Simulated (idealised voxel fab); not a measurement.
Proc. module: voxel transistor to metal
We display cut, a cross-section 190 nm in width whose square cells are each 5 nm.
Cross-section spec: square-cell grid; bands listed top down; each band is one or more rows. Heights first: top, then bottom, in nm. Then materials, left to right, each with a width in nm. "throughout" on a single material: fills the band edge to edge. "blank": empty space. Height is counted from the level 0, under which the received wafer is composed throughout of one material. The lowest of the bands is not closed at the bottom but continues downward, in the notation "0 and below". Width spec "30..40" -> top row of cells at first value, bottom row at second value, equal per-row change in between. "left unchanged" for a step: no cell of the cross-section changed in that step. The label "Catalogued sealed voids" introduces a list of the empty spaces, 8 cells or larger, that have no open way up to the top; each entry in it reads width x height at distance, where the distance is taken from the left edge and all three are stated in nm. It should be noted that, on the line of a given step, the content following the step's settings is a remark produced by the simulator itself with respect to that step. The "overlay nm" setting may appear on a step's line; for a step that uses a mask, it gives how far to the right of its planned position the mask lay, and a negative value indicates the left.
The planned process steps are enumerated hereunder
1,RECEIVE,material Si
2,CONFORMAL_DEP,material SiO2,thk nm 5
3,CONFORMAL_DEP,material SiN,thk nm 10
4,DIRECTIONAL_DEP,material aC,thk nm 10
5,PATTERN,tone cover,mask id ACTIVE,material resist,width nm 85,thk nm 30,overlay nm 0
6,DIRECTIONAL_ETCH,etch materials aC,depth nm 10
7,STRIP,etch materials resist
8,DIRECTIONAL_ETCH,etch materials SiN,depth nm 10
9,DIRECTIONAL_ETCH,etch materials SiO2,depth nm 5
10,DIRECTIONAL_ETCH,etch materials Si,depth nm 30
11,STRIP,etch materials aC
12,FILL_DEP,material SiO2,thk nm 10
13,CMP,height nm 15
14,SELECTIVE_ETCH,etch materials SiO2,depth nm 5
15,STRIP,etch materials SiN
16,SELECTIVE_ETCH,etch materials SiO2,depth nm 5
17,OXIDIZE,depth nm 5
18,DIRECTIONAL_DEP,material polySi,thk nm 25
19,DIRECTIONAL_DEP,material SiCN,thk nm 15
20,MASKED_ETCH,tone cover,mask id GATE,width nm 15,etch materials SiCN,depth nm 25,overlay nm 0
21,MASKED_ETCH,tone cover,mask id GATE,width nm 15,etch materials polySi,depth nm 35,overlay nm 0
22,CONFORMAL_DEP,material SiN,thk nm 5
23,DIRECTIONAL_ETCH,etch materials SiN,depth nm 5
24,DIRECTIONAL_ETCH,etch materials SiO2,depth nm 5
25,EPI,material nSi,thk nm 5
26,FILL_DEP,material SiO2,thk nm 10
27,CMP,height nm 40
28,DIRECTIONAL_DEP,material SiO2,thk nm 10
29,DIRECTIONAL_DEP,material aC,thk nm 10
30,PATTERN,tone open,mask id CONTACT,material resist,width nm 25,pitch nm 50,thk nm 30,overlay nm 0
31,DIRECTIONAL_ETCH,etch materials aC,depth nm 10
32,STRIP,etch materials resist
33,DIRECTIONAL_ETCH,etch materials SiO2,depth nm 50
34,STRIP,etch materials aC
35,CONFORMAL_DEP,material TiN,thk nm 5
36,FILL_DEP,material W,thk nm 5
37,CMP,height nm 50
38,CONFORMAL_DEP,material SiN,thk nm 5
39,DIRECTIONAL_DEP,material lowk,thk nm 25
40,PATTERN,tone open,mask id METAL_1,material resist,width nm 15,pitch nm 60,thk nm 20,overlay nm 0
41,DIRECTIONAL_ETCH,etch materials lowk,depth nm 25
42,DIRECTIONAL_ETCH,etch materials SiN,depth nm 5
43,STRIP,etch materials resist
44,CONFORMAL_DEP,material TiN,thk nm 5
45,FILL_DEP,material Ru,thk nm 5
46,CMP,height nm 80
47,CONFORMAL_DEP,material SiCN,thk nm 5
Wafer at receipt (post step 1), cross-section
    0 and below = Si throughout
    Catalogued sealed voids: none
End-of-module cross-section. Starting structure and process plan as above; one mistake made in running it
    85 down to 80 = SiCN throughout
    80 down to 55 = 55 of lowk, then 5 of TiN, then 5 of Ru, then 5 of TiN, then 45 of lowk, then 5 of TiN, then 5 of Ru, then 5 of TiN, then 60 of lowk
    55 down to 50 = 55 of SiN, then 15 of TiN, then 45 of SiN, then 15 of TiN, then 60 of SiN
    50 down to 40 = 55 of SiO2, then 5 of TiN, then 15 of W, then 5 of TiN, then 25 of SiO2, then 5 of TiN, then 15 of W, then 5 of TiN, then 60 of SiO2
    40 down to 35 = 55 of SiO2, then 5 of TiN, then 15 of W, then 5 of TiN, then 5 of SiN, then 15 of SiCN, then 5 of SiN, then 5 of TiN, then 15 of W, then 5 of TiN, then 60 of SiO2
    35 down to 30 = 45 of SiCN, then 5 of SiN, then 5 of SiO2, then 25 of TiN, then 5 of SiN, then 15 of SiCN, then 5 of SiN, then 25 of TiN, then 5 of SiO2, then 5 of SiN, then 50 of SiCN
    30 down to 25 = 45 of polySi, then 95 of SiCN, then 50 of polySi
    25 down to 5 = polySi throughout
    5 down to 0 = 45 of SiO2, then 95 of polySi, then 50 of SiO2
    0 down to -5 = SiO2 throughout
    -5 down to -30 = 50 of SiO2, then 85 of Si, then 55 of SiO2
    -30 and below = Si throughout
    Catalogued sealed voids: none
Misprocessing identified: regarding the plan, step 19 was run twice
